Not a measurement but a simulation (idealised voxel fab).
Presented below is a process module, voxel self aligned vias.
Square cells of 5 nm make up the cross-section cut, whose width is 285 nm.
Cross-section format: a grid of square cells, given as bands from top to bottom; each band is one or more rows of cells. Each band's line starts with the height of the band's top and of its bottom, in nm. Then come its materials from left to right, each with its width in nm. One material with "throughout" fills the band from edge to edge. "air" is empty space. Ref level 0: as-received wafer is one material below here. Bottom band extends down with no lower bound ("z 0 and below"). Width "30->40": first value at the band's top row of cells, second value at its bottom row, equal change from row to row. It should be understood that the words "changes: none", when stated for a given step, signify that the cross-section underwent no change in any of its cells during that step. The entry "Listed closed voids" lists the empty spaces that cover at least 8 cells and have no open path to the top. Each is written as width x height at distance, where the distance is measured from the left edge and all three values are in nm. after a step's settings: what the simulator itself notes on the step. overlay nm: mask right of planned place by this much (step with mask). Neg. = left.

PROCESS STEPS FORESEEN IN THE PLAN
1,RECEIVE [material Si]
2,CONFORMAL_DEP [material SiO2] [thk nm 15]
3,CONFORMAL_DEP [material SiCN] [thk nm 5]
4,DIRECTIONAL_DEP [material lowk] [thk nm 25]
5,MASKED_ETCH [tone open] [mask id LINES] [width nm 30] [pitch nm 60] [etch materials lowk] [depth nm 25] [overlay nm 0]
6,CONFORMAL_DEP [material TiN] [thk nm 5]
7,FILL_DEP [material W] [thk nm 10]
8,CMP [height nm 45]
9,SELECTIVE_ETCH [etch materials W Ru TiN] [depth nm 5]
10,FILL_DEP [material SiN] [thk nm 5]
11,CMP [height nm 45]
12,DIRECTIONAL_DEP [material lowk] [thk nm 20]
13,MASKED_ETCH [tone open] [mask id VIAS] [width nm 40] [pitch nm 60] [etch materials lowk] [depth nm 20] [overlay nm 0]
14,MASKED_ETCH [tone open] [mask id VIAS] [width nm 40] [pitch nm 60] [etch materials SiN] [depth nm 5] [overlay nm 0]
15,CONFORMAL_DEP [material TiN] [thk nm 5]
16,FILL_DEP [material Cu] [thk nm 5]
17,CMP [height nm 65]
18,CONFORMAL_DEP [material SiCN] [thk nm 5]

CROSS-SECTION OF THE WAFER UPON ARRIVAL, REPRESENTING THE STATE REACHED AFTER STEP 1
z 0 and below  Si throughout
Listed closed voids: none

CROSS-SECTIONAL RESULT AFTER MODULE COMPLETION. NOTE: STARTING CONDITION AND PLAN ARE UNCHANGED FROM ABOVE; ONE PROCESSING MISTAKE WAS MADE
z 70 to 65  SiCN throughout
z 65 to 60  Cu throughout
z 60 to 55  TiN 65  Cu 30  TiN 30  Cu 30  TiN 30  Cu 30  TiN 70
z 55 to 45  lowk 60  TiN 5  Cu 30  TiN 5  lowk 20  TiN 5  Cu 30  TiN 5  lowk 20  TiN 5  Cu 30  TiN 5  lowk 65
z 45 to 40  lowk 60  TiN 40  lowk 20  TiN 40  lowk 20  TiN 40  lowk 65
z 40 to 35  lowk 60  TiN 10  W 20  TiN 10  lowk 20  TiN 10  W 20  TiN 10  lowk 20  TiN 10  W 20  TiN 10  lowk 65
z 35 to 25  lowk 65  TiN 5  W 20  TiN 5  lowk 30  TiN 5  W 20  TiN 5  lowk 30  TiN 5  W 20  TiN 5  lowk 70
z 25 to 20  lowk 65  TiN 30  lowk 30  TiN 30  lowk 30  TiN 30  lowk 70
z 20 to 15  SiCN throughout
z 15 to 0  SiO2 throughout
z 0 and below  Si throughout
Listed closed voids: none
Where did the run depart from the plan? step 12 was run on a setting that differed from the plan, and what really ran there is DIRECTIONAL_DEP [material lowk] [thk nm 10]
